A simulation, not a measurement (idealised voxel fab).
A process module follows: voxel transistor to metal.
Each square cell in cross-section cut measures 5 nm, and the section as a whole is 185 nm wide.
Square cells in a grid make up a cross-section in this document, and the grid is given as bands, listed from the top down, each one or more rows of cells. In this notation a band is specified by the heights of its top and bottom, in that order and in nm, after which its materials appear from left to right, each paired with its width in nm. The word "full width" attached to a single material means that material fills the band from edge to edge; the word "air" stands for empty space. For the purposes of this specification, 0 denotes the height below which the wafer in its as-received condition is composed wholly of one material, and the lowermost band, lacking a lower limit, extends downward without end, as expressed in "0 and below". A width given as "30 to 40" starts at the first number in the band's top row and ends at the second number in its bottom row, shifting by an equal amount at every step from row to row. "remained the same", as given for a step, is the statement that not any cell of the cross-section underwent a change during that step. "Entrapped void list" specifies each empty space that is not open to the top and that occupies no fewer than 8 cells, using the form width x height at distance, the distance measured from the left edge and all three quantities in nm. If you see something after the settings on a step's line, that's the simulator's own remark about that step. If you see "overlay nm" on a step's line and that step has a mask, it's telling you how far right of where it was planned the mask ended up; a negative number means it went left instead.

So here's the lineup of process steps we planned:
- 1: op RECEIVE | material Si
- 2: op CONFORMAL_DEP | material SiO2 | thk nm 5
- 3: op CONFORMAL_DEP | material SiN | thk nm 10
- 4: op PATTERN | tone cover | mask id ACTIVE | material resist | width nm 115 | thk nm 20 | overlay nm 0
- 5: op DIRECTIONAL_ETCH | etch materials SiN | depth nm 10
- 6: op DIRECTIONAL_ETCH | etch materials SiO2 | depth nm 5
- 7: op DIRECTIONAL_ETCH | etch materials Si | depth nm 35
- 8: op STRIP | etch materials resist
- 9: op OXIDIZE | depth nm 5
- 10: op FILL_DEP | material SiO2 | thk nm 5
- 11: op CMP | height nm 15
- 12: op SELECTIVE_ETCH | etch materials SiO2 | depth nm 10
- 13: op STRIP | etch materials SiN
- 14: op SELECTIVE_ETCH | etch materials SiO2 | depth nm 5
- 15: op OXIDIZE | depth nm 5
- 16: op DIRECTIONAL_DEP | material polySi | thk nm 25
- 17: op DIRECTIONAL_DEP | material SiCN | thk nm 15
- 18: op MASKED_ETCH | tone cover | mask id GATE | width nm 25 | etch materials SiCN | depth nm 25 | overlay nm 0
- 19: op MASKED_ETCH | tone cover | mask id GATE | width nm 25 | etch materials polySi | depth nm 35 | overlay nm 0
- 20: op CONFORMAL_DEP | material SiO2 | thk nm 5
- 21: op DIRECTIONAL_ETCH | etch materials SiO2 | depth nm 5
- 22: op CONFORMAL_DEP | material SiN | thk nm 10
- 23: op DIRECTIONAL_ETCH | etch materials SiN | depth nm 10
- 24: op DIRECTIONAL_ETCH | etch materials SiO2 | depth nm 5
- 25: op EPI | material pSi | thk nm 5
- 26: op FILL_DEP | material SiO2 | thk nm 10
- 27: op CMP | height nm 25
- 28: op STRIP | etch materials polySi
- 29: op SELECTIVE_ETCH | etch materials SiO2 | depth nm 5
- 30: op CONFORMAL_DEP | material HfO2 | thk nm 5
- 31: op CONFORMAL_DEP | material TiN | thk nm 5
- 32: op FILL_DEP | material W | thk nm 10
- 33: op CMP | height nm 20
- 34: op DIRECTIONAL_DEP | material SiO2 | thk nm 15
- 35: op PATTERN | tone open | mask id CONTACT | material resist | width nm 15 | pitch nm 80 | thk nm 20 | overlay nm 0
- 36: op DIRECTIONAL_ETCH | etch materials SiO2 | depth nm 35
- 37: op STRIP | etch materials resist
- 38: op CONFORMAL_DEP | material TiN | thk nm 5
- 39: op FILL_DEP | material Ru | thk nm 5
- 40: op CMP | height nm 35
- 41: op CONFORMAL_DEP | material SiN | thk nm 5
- 42: op DIRECTIONAL_DEP | material lowk | thk nm 20
- 43: op MASKED_ETCH | tone open | mask id METAL_1 | width nm 15 | pitch nm 80 | etch materials lowk | depth nm 20 | overlay nm 0
- 44: op MASKED_ETCH | tone open | mask id METAL_1 | width nm 15 | pitch nm 80 | etch materials SiN | depth nm 5 | overlay nm 0
- 45: op CONFORMAL_DEP | material TiN | thk nm 5
- 46: op FILL_DEP | material Cu | thk nm 10
- 47: op CMP | height nm 60
- 48: op CONFORMAL_DEP | material SiN | thk nm 5

The following pertains to the first of two wafers, which was processed as planned:

Received-state cross-section, reflecting completion of step 1:
	0 and below  Si full width
	Entrapped void list: none

Take a look at the wafer's cross-section after step 2:
	5 down to 0  SiO2 full width
	At heights below 0, the structure remains unaltered.

Take a look at the wafer's cross-section after step 3:
	15 down to 5  SiN full width
	At heights below 5, the structure remains unaltered.

Take a look at the wafer's cross-section after step 4:
	35 down to 15  air 35  resist 115  air 35
	At heights below 15, the structure remains unaltered.

Take a look at the wafer's cross-section after step 5:
	35 down to 15  air 35  resist 115  air 35
	15 down to 5  air 35  SiN 115  air 35
	At heights below 5, the structure remains unaltered.

Take a look at the wafer's cross-section after step 6:
	35 down to 15  air 35  resist 115  air 35
	15 down to 5  air 35  SiN 115  air 35
	5 down to 0  air 35  SiO2 115  air 35
	At heights below 0, the structure remains unaltered.

Take a look at the wafer's cross-section after step 7:
	35 down to 15  air 35  resist 115  air 35
	15 down to 5  air 35  SiN 115  air 35
	5 down to 0  air 35  SiO2 115  air 35
	0 down to -35  air 35  Si 115  air 35
	At heights below -35, the structure remains unaltered.

Take a look at the wafer's cross-section after step 8:
	15 down to 5  air 35  SiN 115  air 35
	At heights below 5, the structure remains unaltered.

Take a look at the wafer's cross-section after step 9:
	15 down to 5  air 35  SiN 115  air 35
	5 down to 0  air 35  SiO2 115  air 35
	0 down to -35  air 35  SiO2 5  Si 105  SiO2 5  air 35
	-35 down to -40  SiO2 40  Si 105  SiO2 40
	At heights below -40, the structure remains unaltered.

Take a look at the wafer's cross-section after step 10:
	20 down to 15  SiO2 full width
	15 down to 5  SiO2 35  SiN 115  SiO2 35
	5 down to 0  SiO2 full width
	0 down to -40  SiO2 40  Si 105  SiO2 40
	At heights below -40, the structure remains unaltered.

Take a look at the wafer's cross-section after step 11:
	15 down to 5  SiO2 35  SiN 115  SiO2 35
	At heights below 5, the structure remains unaltered.

Take a look at the wafer's cross-section after step 12:
	15 down to 5  air 35  SiN 115  air 35
	At heights below 5, the structure remains unaltered.

Take a look at the wafer's cross-section after step 13:
	5 down to 0  SiO2 full width
	At heights below 0, the structure remains unaltered.

Take a look at the wafer's cross-section after step 14:
	0 down to -40  SiO2 40  Si 105  SiO2 40
	At heights below -40, the structure remains unaltered.

Take a look at the wafer's cross-section after step 15:
	0 down to -5  SiO2 full width
	At heights below -5, the structure remains unaltered.

Take a look at the wafer's cross-section after step 16:
	25 down to 0  polySi full width
	At heights below 0, the structure remains unaltered.

Take a look at the wafer's cross-section after step 17:
	40 down to 25  SiCN full width
	At heights below 25, the structure remains unaltered.

Take a look at the wafer's cross-section after step 18:
	40 down to 25  air 80  SiCN 25  air 80
	At heights below 25, the structure remains unaltered.

Take a look at the wafer's cross-section after step 19:
	40 down to 25  air 80  SiCN 25  air 80
	25 down to 0  air 80  polySi 25  air 80
	At heights below 0, the structure remains unaltered.

Take a look at the wafer's cross-section after step 20:
	45 down to 40  air 75  SiO2 35  air 75
	40 down to 25  air 75  SiO2 5  SiCN 25  SiO2 5  air 75
	25 down to 5  air 75  SiO2 5  polySi 25  SiO2 5  air 75
	5 down to 0  SiO2 80  polySi 25  SiO2 80
	At heights below 0, the structure remains unaltered.

Take a look at the wafer's cross-section after step 21:
	40 down to 25  air 75  SiO2 5  SiCN 25  SiO2 5  air 75
	25 down to 0  air 75  SiO2 5  polySi 25  SiO2 5  air 75
	At heights below 0, the structure remains unaltered.

Take a look at the wafer's cross-section after step 22:
	50 down to 40  air 65  SiN 55  air 65
	40 down to 25  air 65  SiN 10  SiO2 5  SiCN 25  SiO2 5  SiN 10  air 65
	25 down to 10  air 65  SiN 10  SiO2 5  polySi 25  SiO2 5  SiN 10  air 65
	10 down to 0  SiN 75  SiO2 5  polySi 25  SiO2 5  SiN 75
	At heights below 0, the structure remains unaltered.

Take a look at the wafer's cross-section after step 23:
	40 down to 25  air 65  SiN 10  SiO2 5  SiCN 25  SiO2 5  SiN 10  air 65
	25 down to 0  air 65  SiN 10  SiO2 5  polySi 25  SiO2 5  SiN 10  air 65
	At heights below 0, the structure remains unaltered.

Take a look at the wafer's cross-section after step 24:
	40 down to 35  air 65  SiN 10  air 5  SiCN 25  air 5  SiN 10  air 65
	35 down to 25  air 65  SiN 10  SiO2 5  SiCN 25  SiO2 5  SiN 10  air 65
	25 down to 0  air 65  SiN 10  SiO2 5  polySi 25  SiO2 5  SiN 10  air 65
	0 down to -5  air 65  SiO2 55  air 65
	At heights below -5, the structure remains unaltered.

Take a look at the wafer's cross-section after step 25:
	40 down to 35  air 65  SiN 10  air 5  SiCN 25  air 5  SiN 10  air 65
	35 down to 25  air 65  SiN 10  SiO2 5  SiCN 25  SiO2 5  SiN 10  air 65
	25 down to 0  air 65  SiN 10  SiO2 5  polySi 25  SiO2 5  SiN 10  air 65
	0 down to -5  air 35  pSi 30  SiO2 55  pSi 30  air 35
	At heights below -5, the structure remains unaltered.

Take a look at the wafer's cross-section after step 26:
	50 down to 40  SiO2 full width
	40 down to 25  SiO2 65  SiN 10  SiO2 5  SiCN 25  SiO2 5  SiN 10  SiO2 65
	25 down to 0  SiO2 65  SiN 10  SiO2 5  polySi 25  SiO2 5  SiN 10  SiO2 65
	0 down to -5  SiO2 35  pSi 30  SiO2 55  pSi 30  SiO2 35
	At heights below -5, the structure remains unaltered.

Take a look at the wafer's cross-section after step 27:
	25 down to 0  SiO2 65  SiN 10  SiO2 5  polySi 25  SiO2 5  SiN 10  SiO2 65
	At heights below 0, the structure remains unaltered.

Take a look at the wafer's cross-section after step 28:
	25 down to 0  SiO2 65  SiN 10  SiO2 5  air 25  SiO2 5  SiN 10  SiO2 65
	At heights below 0, the structure remains unaltered.

Take a look at the wafer's cross-section after step 29:
	25 down to 20  air 65  SiN 10  air 35  SiN 10  air 65
	20 down to 0  SiO2 65  SiN 10  air 35  SiN 10  SiO2 65
	0 down to -5  SiO2 35  pSi 30  SiO2 10  air 35  SiO2 10  pSi 30  SiO2 35
	At heights below -5, the structure remains unaltered.

Take a look at the wafer's cross-section after step 30:
	30 down to 25  air 60  HfO2 20  air 25  HfO2 20  air 60
	25 down to 20  HfO2 65  SiN 10  HfO2 5  air 25  HfO2 5  SiN 10  HfO2 65
	20 down to 0  SiO2 65  SiN 10  HfO2 5  air 25  HfO2 5  SiN 10  SiO2 65
	0 down to -5  SiO2 35  pSi 30  SiO2 10  HfO2 35  SiO2 10  pSi 30  SiO2 35
	At heights below -5, the structure remains unaltered.

Take a look at the wafer's cross-section after step 31:
	35 down to 30  air 55  TiN 30  air 15  TiN 30  air 55
	30 down to 25  TiN 60  HfO2 20  TiN 5  air 15  TiN 5  HfO2 20  TiN 60
	25 down to 20  HfO2 65  SiN 10  HfO2 5  TiN 5  air 15  TiN 5  HfO2 5  SiN 10  HfO2 65
	20 down to 5  SiO2 65  SiN 10  HfO2 5  TiN 5  air 15  TiN 5  HfO2 5  SiN 10  SiO2 65
	5 down to 0  SiO2 65  SiN 10  HfO2 5  TiN 25  HfO2 5  SiN 10  SiO2 65
	At heights below 0, the structure remains unaltered.

Take a look at the wafer's cross-section after step 32:
	45 down to 35  W full width
	35 down to 30  W 55  TiN 30  W 15  TiN 30  W 55
	30 down to 25  TiN 60  HfO2 20  TiN 5  W 15  TiN 5  HfO2 20  TiN 60
	25 down to 20  HfO2 65  SiN 10  HfO2 5  TiN 5  W 15  TiN 5  HfO2 5  SiN 10  HfO2 65
	20 down to 5  SiO2 65  SiN 10  HfO2 5  TiN 5  W 15  TiN 5  HfO2 5  SiN 10  SiO2 65
	At heights below 5, the structure remains unaltered.

Take a look at the wafer's cross-section after step 33:
	20 down to 5  SiO2 65  SiN 10  HfO2 5  TiN 5  W 15  TiN 5  HfO2 5  SiN 10  SiO2 65
	At heights below 5, the structure remains unaltered.

Take a look at the wafer's cross-section after step 34:
	35 down to 20  SiO2 full width
	At heights below 20, the structure remains unaltered.

Take a look at the wafer's cross-section after step 35:
	55 down to 35  resist 45  air 15  resist 65  air 15  resist 45
	At heights below 35, the structure remains unaltered.

Take a look at the wafer's cross-section after step 36:
	55 down to 35  resist 45  air 15  resist 65  air 15  resist 45
	35 down to 20  SiO2 45  air 15  SiO2 65  air 15  SiO2 45
	20 down to 5  SiO2 45  air 15  SiO2 5  SiN 10  HfO2 5  TiN 5  W 15  TiN 5  HfO2 5  SiN 10  SiO2 5  air 15  SiO2 45
	5 down to 0  SiO2 45  air 15  SiO2 5  SiN 10  HfO2 5  TiN 25  HfO2 5  SiN 10  SiO2 5  air 15  SiO2 45
	At heights below 0, the structure remains unaltered.

Take a look at the wafer's cross-section after step 37:
	35 down to 20  SiO2 45  air 15  SiO2 65  air 15  SiO2 45
	At heights below 20, the structure remains unaltered.

Take a look at the wafer's cross-section after step 38:
	40 down to 35  TiN 50  air 5  TiN 75  air 5  TiN 50
	35 down to 20  SiO2 45  TiN 5  air 5  TiN 5  SiO2 65  TiN 5  air 5  TiN 5  SiO2 45
	20 down to 5  SiO2 45  TiN 5  air 5  TiN 5  SiO2 5  SiN 10  HfO2 5  TiN 5  W 15  TiN 5  HfO2 5  SiN 10  SiO2 5  TiN 5  air 5  TiN 5  SiO2 45
	5 down to 0  SiO2 45  TiN 15  SiO2 5  SiN 10  HfO2 5  TiN 25  HfO2 5  SiN 10  SiO2 5  TiN 15  SiO2 45
	At heights below 0, the structure remains unaltered.

Take a look at the wafer's cross-section after step 39:
	45 down to 40  Ru full width
	40 down to 35  TiN 50  Ru 5  TiN 75  Ru 5  TiN 50
	35 down to 20  SiO2 45  TiN 5  Ru 5  TiN 5  SiO2 65  TiN 5  Ru 5  TiN 5  SiO2 45
	20 down to 5  SiO2 45  TiN 5  Ru 5  TiN 5  SiO2 5  SiN 10  HfO2 5  TiN 5  W 15  TiN 5  HfO2 5  SiN 10  SiO2 5  TiN 5  Ru 5  TiN 5  SiO2 45
	At heights below 5, the structure remains unaltered.

Take a look at the wafer's cross-section after step 40:
	35 down to 20  SiO2 45  TiN 5  Ru 5  TiN 5  SiO2 65  TiN 5  Ru 5  TiN 5  SiO2 45
	At heights below 20, the structure remains unaltered.

Take a look at the wafer's cross-section after step 41:
	40 down to 35  SiN full width
	At heights below 35, the structure remains unaltered.

Take a look at the wafer's cross-section after step 42:
	60 down to 40  lowk full width
	At heights below 40, the structure remains unaltered.

Take a look at the wafer's cross-section after step 43:
	60 down to 40  lowk 45  air 15  lowk 65  air 15  lowk 45
	At heights below 40, the structure remains unaltered.

Take a look at the wafer's cross-section after step 44:
	60 down to 40  lowk 45  air 15  lowk 65  air 15  lowk 45
	40 down to 35  SiN 45  air 15  SiN 65  air 15  SiN 45
	At heights below 35, the structure remains unaltered.

Take a look at the wafer's cross-section after step 45:
	65 down to 60  TiN 50  air 5  TiN 75  air 5  TiN 50
	60 down to 40  lowk 45  TiN 5  air 5  TiN 5  lowk 65  TiN 5  air 5  TiN 5  lowk 45
	40 down to 35  SiN 45  TiN 15  SiN 65  TiN 15  SiN 45
	At heights below 35, the structure remains unaltered.

Take a look at the wafer's cross-section after step 46:
	75 down to 65  Cu full width
	65 down to 60  TiN 50  Cu 5  TiN 75  Cu 5  TiN 50
	60 down to 40  lowk 45  TiN 5  Cu 5  TiN 5  lowk 65  TiN 5  Cu 5  TiN 5  lowk 45
	At heights below 40, the structure remains unaltered.

Take a look at the wafer's cross-section after step 47:
	60 down to 40  lowk 45  TiN 5  Cu 5  TiN 5  lowk 65  TiN 5  Cu 5  TiN 5  lowk 45
	At heights below 40, the structure remains unaltered.

Take a look at the wafer's cross-section after step 48:
	65 down to 60  SiN full width
	At heights below 60, the structure remains unaltered.

The second wafer: identical to the first at the outset and in its planned sequence, differing only in that one mistake was made during processing; up to and including step 33, its path is the first wafer's path:

Second wafer, cross-section, planned end of step 34:
	50 down to 20  SiO2 full width
	At heights below 20, the structure remains unaltered.

Second wafer, cross-section, planned end of step 35:
	70 down to 50  resist 45  air 15  resist 65  air 15  resist 45
	At heights below 50, the structure remains unaltered.

Second wafer, cross-section, planned end of step 36:
	70 down to 50  resist 45  air 15  resist 65  air 15  resist 45
	50 down to 20  SiO2 45  air 15  SiO2 65  air 15  SiO2 45
	20 down to 15  SiO2 45  air 15  SiO2 5  SiN 10  HfO2 5  TiN 5  W 15  TiN 5  HfO2 5  SiN 10  SiO2 5  air 15  SiO2 45
	At heights below 15, the structure remains unaltered.

Second wafer, cross-section, planned end of step 37:
	50 down to 20  SiO2 45  air 15  SiO2 65  air 15  SiO2 45
	At heights below 20, the structure remains unaltered.

Second wafer, cross-section, planned end of step 38:
	55 down to 50  TiN 50  air 5  TiN 75  air 5  TiN 50
	50 down to 20  SiO2 45  TiN 5  air 5  TiN 5  SiO2 65  TiN 5  air 5  TiN 5  SiO2 45
	20 down to 15  SiO2 45  TiN 15  SiO2 5  SiN 10  HfO2 5  TiN 5  W 15  TiN 5  HfO2 5  SiN 10  SiO2 5  TiN 15  SiO2 45
	At heights below 15, the structure remains unaltered.

Second wafer, cross-section, planned end of step 39:
	60 down to 55  Ru full width
	55 down to 50  TiN 50  Ru 5  TiN 75  Ru 5  TiN 50
	50 down to 20  SiO2 45  TiN 5  Ru 5  TiN 5  SiO2 65  TiN 5  Ru 5  TiN 5  SiO2 45
	At heights below 20, the structure remains unaltered.

Second wafer, cross-section, planned end of step 40:
	35 down to 20  SiO2 45  TiN 5  Ru 5  TiN 5  SiO2 65  TiN 5  Ru 5  TiN 5  SiO2 45
	At heights below 20, the structure remains unaltered.

Second wafer, cross-section, planned end of step 41:
	40 down to 35  SiN full width
	At heights below 35, the structure remains unaltered.

Second wafer, cross-section, planned end of step 42:
	60 down to 40  lowk full width
	At heights below 40, the structure remains unaltered.

Second wafer, cross-section, planned end of step 43:
	60 down to 40  lowk 45  air 15  lowk 65  air 15  lowk 45
	At heights below 40, the structure remains unaltered.

Second wafer, cross-section, planned end of step 44:
	60 down to 40  lowk 45  air 15  lowk 65  air 15  lowk 45
	40 down to 35  SiN 45  air 15  SiN 65  air 15  SiN 45
	At heights below 35, the structure remains unaltered.

Second wafer, cross-section, planned end of step 45:
	65 down to 60  TiN 50  air 5  TiN 75  air 5  TiN 50
	60 down to 40  lowk 45  TiN 5  air 5  TiN 5  lowk 65  TiN 5  air 5  TiN 5  lowk 45
	40 down to 35  SiN 45  TiN 15  SiN 65  TiN 15  SiN 45
	At heights below 35, the structure remains unaltered.

Second wafer, cross-section, planned end of step 46:
	75 down to 65  Cu full width
	65 down to 60  TiN 50  Cu 5  TiN 75  Cu 5  TiN 50
	60 down to 40  lowk 45  TiN 5  Cu 5  TiN 5  lowk 65  TiN 5  Cu 5  TiN 5  lowk 45
	At heights below 40, the structure remains unaltered.

Second wafer, cross-section, planned end of step 47:
	60 down to 40  lowk 45  TiN 5  Cu 5  TiN 5  lowk 65  TiN 5  Cu 5  TiN 5  lowk 45
	At heights below 40, the structure remains unaltered.

Second wafer, cross-section, planned end of step 48:
	65 down to 60  SiN full width
	At heights below 60, the structure remains unaltered.
The mistake made against the process plan was this: plan step 34 was twice executed
End of process, cell counts, second wafer against first, materials with more or fewer: Ru: 6 fewer, SiO2: 18 more, TiN: 12 fewer
